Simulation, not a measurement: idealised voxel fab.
Module name: voxel self aligned vias (process module)
Pictured: cross-section cut, 255 nm wide, on a grid of 5 nm square cells.
Cross-section = grid of square cells, listed top down in bands; band = one or more rows. It is stipulated that each band's entry specify, in nanometres, the height of the top of the band and then that of its bottom, followed by the materials of the band in left-to-right sequence, each together with its width in nanometres. A single material marked by the word "throughout" is understood to fill the band from edge to edge; the word "empty" is understood to denote empty space. Zero point of the height axis is 0; under it, received wafer = one material. Lowest band: continues down indefinitely, "0 and below". It should be noted that a width expressed as "30 to 40" varies in equal increments from row to row of cells within the band, taking the value of the first number at the top row and that of the second number at the bottom row. Basically "no alterations made" means that step didn't change any cell in the cross-section. Closed empty spaces (no open way to the top) of 8 cells or more are what "Non-vented voids" lists, each as width x height at distance from the left edge, nm for all three. Where a step's line continues beyond its settings, the continuation is a remark by the simulator itself on that step. If you see "overlay nm" on a step's line and that step has a mask, it's telling you how far right of where it was planned the mask ended up; a negative number means it went left instead.

**The planned process steps are enumerated hereunder**
| 1 | RECEIVE: material Si |
| 2 | CONFORMAL_DEP: material SiO2, thk nm 15 |
| 3 | CONFORMAL_DEP: material SiCN, thk nm 5 |
| 4 | DIRECTIONAL_DEP: material SiO2, thk nm 25 |
| 5 | PATTERN: tone open, mask id LINES, material resist, width nm 30, pitch nm 70, thk nm 20, overlay nm 0 |
| 6 | DIRECTIONAL_ETCH: etch materials SiO2, depth nm 25 |
| 7 | STRIP: etch materials resist |
| 8 | CONFORMAL_DEP: material TiN, thk nm 5 |
| 9 | FILL_DEP: material W, thk nm 5 |
| 10 | CMP: height nm 45 |
| 11 | SELECTIVE_ETCH: etch materials W Ru TiN, depth nm 5 |
| 12 | FILL_DEP: material SiN, thk nm 5 |
| 13 | CMP: height nm 45 |
| 14 | DIRECTIONAL_DEP: material SiO2, thk nm 20 |
| 15 | PATTERN: tone open, mask id VIAS, material resist, width nm 40, pitch nm 70, thk nm 20, overlay nm 0 |
| 16 | DIRECTIONAL_ETCH: etch materials SiO2, depth nm 20 |
| 17 | DIRECTIONAL_ETCH: etch materials SiN, depth nm 5 |
| 18 | STRIP: etch materials resist |
| 19 | CONFORMAL_DEP: material TiN, thk nm 5 |
| 20 | FILL_DEP: material W, thk nm 5 |
| 21 | CMP: height nm 65 |
| 22 | CONFORMAL_DEP: material SiN, thk nm 5 |

**Wafer at receipt (post step 1), cross-section**
  0 and below  Si throughout
  Non-vented voids: none

**Looking at the first of two wafers in cross-section at end of module - ran to plan**
  70 down to 65  SiN throughout
  65 down to 50  70 SiO2 | 5 TiN | 30 W | 5 TiN | 30 SiO2 | 5 TiN | 30 W | 5 TiN | 75 SiO2
  50 down to 45  70 SiO2 | 10 TiN | 20 W | 10 TiN | 30 SiO2 | 10 TiN | 20 W | 10 TiN | 75 SiO2
  45 down to 40  75 SiO2 | 30 TiN | 40 SiO2 | 30 TiN | 80 SiO2
  40 down to 25  75 SiO2 | 5 TiN | 20 W | 5 TiN | 40 SiO2 | 5 TiN | 20 W | 5 TiN | 80 SiO2
  25 down to 20  75 SiO2 | 30 TiN | 40 SiO2 | 30 TiN | 80 SiO2
  20 down to 15  SiCN throughout
  15 down to 0  SiO2 throughout
  0 and below  Si throughout
  Non-vented voids: none

**End-of-module cross-section of the second wafer: identical starting point and process plan to the first, with one processing mistake**
  70 down to 65  SiN throughout
  65 down to 45  70 SiO2 | 5 TiN | 30 W | 5 TiN | 30 SiO2 | 5 TiN | 30 W | 5 TiN | 75 SiO2
  45 down to 40  70 SiN | 40 TiN | 30 SiN | 40 TiN | 75 SiN
  40 down to 25  75 SiO2 | 5 TiN | 20 W | 5 TiN | 40 SiO2 | 5 TiN | 20 W | 5 TiN | 80 SiO2
  25 down to 20  75 SiO2 | 30 TiN | 40 SiO2 | 30 TiN | 80 SiO2
  20 down to 15  SiCN throughout
  15 down to 0  SiO2 throughout
  0 and below  Si throughout
  Non-vented voids: none
Misprocessing identified: step 4 went in with a setting other than planned; the actual run was DIRECTIONAL_DEP: material SiO2, thk nm 20
In the final state, the cell counts of the second wafer exceed or fall short of those of the first for the following materials: SiN: 35 more | SiO2: 39 fewer | W: 4 more
